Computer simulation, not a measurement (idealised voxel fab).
process module | voxel capacitor over wiring
cross-section cut | 195 nm wide | cells 5 nm
A cross-section is a grid of square cells, given in bands from the top down. A band is one or more rows of cells.
Each band's line starts with the height of the band's top and of its bottom, in nm. Then come its materials from left to right, each with its width in nm. One material with "throughout" fills the band from edge to edge. "air" is empty space.
Height 0 is the level under which the wafer as received is all one material. The lowest band goes on downwards, as in "0 down".
A width such as "30 to 40" changes by the same amount from each row of cells to the next, from the band's top row to its bottom row.
"no change" after a step means that no cell of the cross-section changed.
closed voids: empty space of 8 cells or more with no open way to the top, each as width x height at its distance from the left edge, in nm
after a step's settings: what the simulator itself notes on the step
overlay nm, on a step with a mask: how far to the right of its planned place the mask lay; to the left if negative
plan
1 op RECEIVE | material Si
2 op CONFORMAL_DEP | material SiO2 | thk nm 15
3 op CONFORMAL_DEP | material SiCN | thk nm 5
4 op DIRECTIONAL_DEP | material lowk | thk nm 20
5 op MASKED_ETCH | tone open | mask id METAL_1 | width nm 20 | pitch nm 80 | etch materials lowk | depth nm 20 | overlay nm 0
6 op MASKED_ETCH | tone open | mask id METAL_1 | width nm 20 | pitch nm 80 | etch materials SiCN | depth nm 5 | overlay nm 0
7 op CONFORMAL_DEP | material TiN | thk nm 5
8 op FILL_DEP | material Cu | thk nm 5
9 op CMP | height nm 40
10 op CONFORMAL_DEP | material SiCN | thk nm 5
11 op DIRECTIONAL_DEP | material lowk | thk nm 20
12 op DIRECTIONAL_DEP | material aC | thk nm 10
13 op PATTERN | tone open | mask id PLUG_1 | material resist | width nm 15 | thk nm 25 | overlay nm 0
14 op DIRECTIONAL_ETCH | etch materials aC | depth nm 10
15 op STRIP | etch materials resist
16 op DIRECTIONAL_ETCH | etch materials lowk | depth nm 20
17 op DIRECTIONAL_ETCH | etch materials SiCN | depth nm 5
18 op STRIP | etch materials aC
19 op CONFORMAL_DEP | material TiN | thk nm 5
20 op FILL_DEP | material Ru | thk nm 10
21 op CMP | height nm 65
22 op DIRECTIONAL_DEP | material TiN | thk nm 5
23 op DIRECTIONAL_DEP | material Al2O3 | thk nm 5
24 op DIRECTIONAL_DEP | material TiN | thk nm 10
25 op MASKED_ETCH | tone cover | mask id UPPER_PLATE | width nm 65 | etch materials TiN | depth nm 10 | overlay nm 0
26 op MASKED_ETCH | tone cover | mask id UPPER_PLATE | width nm 65 | etch materials Al2O3 | depth nm 5 | overlay nm 0
27 op MASKED_ETCH | tone cover | mask id LOWER_PLATE | width nm 75 | etch materials TiN | depth nm 5 | overlay nm 0
28 op FILL_DEP | material SiO2 | thk nm 15
29 op CMP | height nm 95
30 op PATTERN | tone open | mask id PLUG_2 | material resist | width nm 15 | thk nm 15 | overlay nm 0
31 op DIRECTIONAL_ETCH | etch materials SiO2 | depth nm 10
32 op STRIP | etch materials resist
33 op CONFORMAL_DEP | material TiN | thk nm 5
34 op FILL_DEP | material W | thk nm 5
35 op CMP | height nm 95
36 op CONFORMAL_DEP | material SiCN | thk nm 5
as received, after step 1
  0 down: Si throughout
  closed voids: none
first wafer at the end, as planned
  100 to 95: SiCN throughout
  95 to 90: SiO2 60 | TiN 5 | W 5 | TiN 5 | SiO2 120
  90 to 85: SiO2 60 | TiN 15 | SiO2 120
  85 to 75: SiO2 50 | TiN 65 | SiO2 80
  75 to 70: SiO2 50 | Al2O3 65 | SiO2 80
  70 to 65: SiO2 45 | TiN 75 | SiO2 75
  65 to 45: lowk 50 | TiN 5 | Ru 5 | TiN 5 | lowk 130
  45 to 40: SiCN 50 | TiN 15 | SiCN 130
  40 to 20: lowk 45 | TiN 5 | Cu 10 | TiN 5 | lowk 60 | TiN 5 | Cu 10 | TiN 5 | lowk 50
  20 to 15: SiCN 45 | TiN 20 | SiCN 60 | TiN 20 | SiCN 50
  15 to 0: SiO2 throughout
  0 down: Si throughout
  closed voids: none
second wafer at the end: like start, like plan, one mistake
  100 to 95: SiCN throughout
  95 to 90: SiO2 60 | TiN 5 | W 5 | TiN 5 | SiO2 120
  90 to 85: SiO2 60 | TiN 15 | SiO2 120
  85 to 75: SiO2 50 | TiN 65 | SiO2 80
  75 to 70: SiCN throughout
  70 to 65: TiN throughout
  65 to 45: lowk 50 | TiN 5 | Ru 5 | TiN 5 | lowk 130
  45 to 40: SiCN 50 | TiN 15 | SiCN 130
  40 to 20: lowk 45 | TiN 5 | Cu 10 | TiN 5 | lowk 60 | TiN 5 | Cu 10 | TiN 5 | lowk 50
  20 to 15: SiCN 45 | TiN 20 | SiCN 60 | TiN 20 | SiCN 50
  15 to 0: SiO2 throughout
  0 down: Si throughout
  closed voids: none
what went wrong: step 23 ran as: op DIRECTIONAL_DEP | material SiCN | thk nm 5
at the end the second wafer has, in cells: 13 fewer of Al2O3 | 39 more of SiCN | 50 fewer of SiO2 | 24 more of TiN
